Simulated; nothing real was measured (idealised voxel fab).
This is a process module. Its name is voxel capacitor over wiring.
FYI the section here is cut, 205 nm wide, cells are 5 nm squares.
A cross-section in this document is a grid of square cells, and it is written down as bands, the top band listed before the ones below it; a band is made up of one or more rows of cells. The entry gives the band's vertical extent as a top height and a bottom height in nm, then its horizontal make-up as materials from left to right, each with a width in nm. "empty" stands for empty space; a single material marked "edge to edge" fills the band edge to edge. A quick word on heights: they are counted from 0, and under that level the wafer as it came to us is one material throughout. The lowest band is different from the rest in having no bottom; it simply continues downward, written as in "0 and below". Read "30->40" as a graded width: first number on top, second number at the bottom, same change between each pair of neighbouring rows. You'll sometimes find "no modification" written for a step, and that's the way of saying that nowhere in the cross-section did a cell change during that step. Look at "Fully sealed voids" for the closed voids: empty spaces with no open path to the top, sized 8 cells or up. Each is width x height at distance, distance from the left edge, all nm. What comes after the settings on a step's line is commentary from the simulator itself on that step. overlay nm: for a step with a mask, the amount by which the mask lay right of where it was planned; a negative amount means left of it.

## Listed below are the process steps as planned
1) RECEIVE [material Si]
2) CONFORMAL_DEP [material SiO2] [thk nm 10]
3) CONFORMAL_DEP [material SiCN] [thk nm 5]
4) DIRECTIONAL_DEP [material SiO2] [thk nm 25]
5) PATTERN [tone open] [mask id METAL_1] [material resist] [width nm 20] [pitch nm 85] [thk nm 15] [overlay nm 0]
6) DIRECTIONAL_ETCH [etch materials SiO2] [depth nm 25]
7) DIRECTIONAL_ETCH [etch materials SiCN] [depth nm 5]
8) STRIP [etch materials resist]
9) CONFORMAL_DEP [material TiN] [thk nm 5]
10) FILL_DEP [material Cu] [thk nm 10]
11) CMP [height nm 40]
12) CONFORMAL_DEP [material SiCN] [thk nm 5]
13) DIRECTIONAL_DEP [material SiO2] [thk nm 20]
14) DIRECTIONAL_DEP [material aC] [thk nm 15]
15) PATTERN [tone open] [mask id PLUG_1] [material resist] [width nm 15] [thk nm 30] [overlay nm 0]
16) DIRECTIONAL_ETCH [etch materials aC] [depth nm 15]
17) STRIP [etch materials resist]
18) DIRECTIONAL_ETCH [etch materials SiO2] [depth nm 20]
19) DIRECTIONAL_ETCH [etch materials SiCN] [depth nm 5]
20) STRIP [etch materials aC]
21) EPI [material Ru] [thk nm 10]
22) EPI [material Ru] [thk nm 10]
23) EPI [material Ru] [thk nm 5]
24) DIRECTIONAL_DEP [material TiN] [thk nm 5]
25) DIRECTIONAL_DEP [material Al2O3] [thk nm 5]
26) DIRECTIONAL_DEP [material TiN] [thk nm 5]
27) MASKED_ETCH [tone cover] [mask id UPPER_PLATE] [width nm 70] [etch materials TiN] [depth nm 5] [overlay nm 0]
28) MASKED_ETCH [tone cover] [mask id UPPER_PLATE] [width nm 70] [etch materials Al2O3] [depth nm 5] [overlay nm 0]
29) MASKED_ETCH [tone cover] [mask id LOWER_PLATE] [width nm 80] [etch materials TiN] [depth nm 5] [overlay nm 0]
30) FILL_DEP [material SiO2] [thk nm 15]
31) CMP [height nm 90]
32) DIRECTIONAL_DEP [material aC] [thk nm 15]
33) PATTERN [tone open] [mask id PLUG_2] [material resist] [width nm 15] [thk nm 35] [overlay nm 0]
34) DIRECTIONAL_ETCH [etch materials aC] [depth nm 15]
35) STRIP [etch materials resist]
36) DIRECTIONAL_ETCH [etch materials SiO2] [depth nm 10]
37) STRIP [etch materials aC]
38) CONFORMAL_DEP [material TiN] [thk nm 5]
39) FILL_DEP [material Cu] [thk nm 5]
40) CMP [height nm 90]
41) CONFORMAL_DEP [material SiCN] [thk nm 5]

## Here's what the wafer looked like in cross-section when it arrived - that's after step 1
  0 and below | Si edge to edge
  Fully sealed voids: none

## One mistake in running the module, otherwise start and plan as above: cross-section at the end
  95 down to 90 | SiCN edge to edge
  90 down to 85 | SiO2=65 / TiN=5 / Cu=5 / TiN=5 / SiO2=125
  85 down to 75 | SiO2=65->55 / TiN=15->70 / SiO2=125->80
  75 down to 70 | SiO2=55 / Al2O3=70 / SiO2=80
  70 down to 65 | SiO2=50 / TiN=80 / SiO2=75
  65 down to 45 | SiO2=60 / Ru=15 / SiO2=130
  45 down to 40 | SiCN=60 / Ru=15 / SiCN=130
  40 down to 15 | SiO2=50 / TiN=5 / Cu=10 / TiN=5 / SiO2=65 / TiN=5 / Cu=10 / TiN=5 / SiO2=50
  15 down to 10 | SiCN=50 / TiN=20 / SiCN=65 / TiN=20 / SiCN=50
  10 down to 0 | SiO2 edge to edge
  0 and below | Si edge to edge
  Fully sealed voids: none
In executing the process, a mistake was made relative to the plan: not per plan at step 15, really ran PATTERN [tone open] [mask id PLUG_1] [material resist] [width nm 15] [thk nm 30] [overlay nm 5]
